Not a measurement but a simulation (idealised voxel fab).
Presented below is a process module, voxel tone inversion.
Displayed cross-section: cut, width of 190 nm, square cells sized 5 nm.
A cross-section in this document is a grid of square cells, and it is written down as bands, the top band listed before the ones below it; a band is made up of one or more rows of cells. First you get the band's top height and its bottom height, in nm, and then the materials it's made of, left to right, with each width in nm. If you see a single material with "edge to edge", that one covers the band edge to edge. "blank" is empty space. Heads up on the height convention: 0 is the point under which the incoming wafer is all one material, and the lowest band has no bottom, it just keeps going down, like "0 down". The width entry "30..40" should be interpreted row by row: the top row of cells in the band takes the first number, the bottom row takes the second number, and the change between adjacent rows is uniform throughout. Where a step carries "identical to before", the cross-section came out of it unchanged, cell for cell. Sealed internal cavities: empty space of 8 cells or more with no open way to the top, each as width x height at its distance from the left edge, in nm. Where a step's line continues beyond its settings, the continuation is a remark by the simulator itself on that step. For masked steps, "overlay nm" on the step line gives how far right of plan the mask actually lay; a minus sign means it lay to the left.

Process steps - plan
1. RECEIVE,material Si
2. CONFORMAL_DEP,material SiN,thk nm 5
3. DIRECTIONAL_DEP,material polySi,thk nm 15
4. PATTERN,tone cover,mask id POSTS,material resist,width nm 15,pitch nm 45,thk nm 25,overlay nm 0
5. DIRECTIONAL_ETCH,etch materials polySi,depth nm 15
6. STRIP,etch materials resist
7. FILL_DEP,material SiO2,thk nm 5
8. CMP,height nm 20
9. STRIP,etch materials polySi

Cross-sectional view of the wafer in its as-received condition, corresponding to the state after step 1
    0 down  Si edge to edge
    Sealed internal cavities: none

Cross-section taken at module completion on the first of two wafers; processed per the plan
    20 to 5  40 of SiO2 | 15 of blank | 30 of SiO2 | 15 of blank | 30 of SiO2 | 15 of blank | 45 of SiO2
    5 to 0  SiN edge to edge
    0 down  Si edge to edge
    Sealed internal cavities: none

Second wafer cross-section at end of module - shared start and plan with the first, one mistake in the run
    20 to 5  40 of blank | 15 of SiO2 | 30 of blank | 15 of SiO2 | 30 of blank | 15 of SiO2 | 45 of blank
    5 to 0  SiN edge to edge
    0 down  Si edge to edge
    Sealed internal cavities: none
Diagnosis: the process deviated at step 4: the operation and settings actually run there were PATTERN,tone open,mask id POSTS,material resist,width nm 15,pitch nm 45,thk nm 25,overlay nm 0
Cell-count delta at end, second wafer over first, by material: -60 SiO2
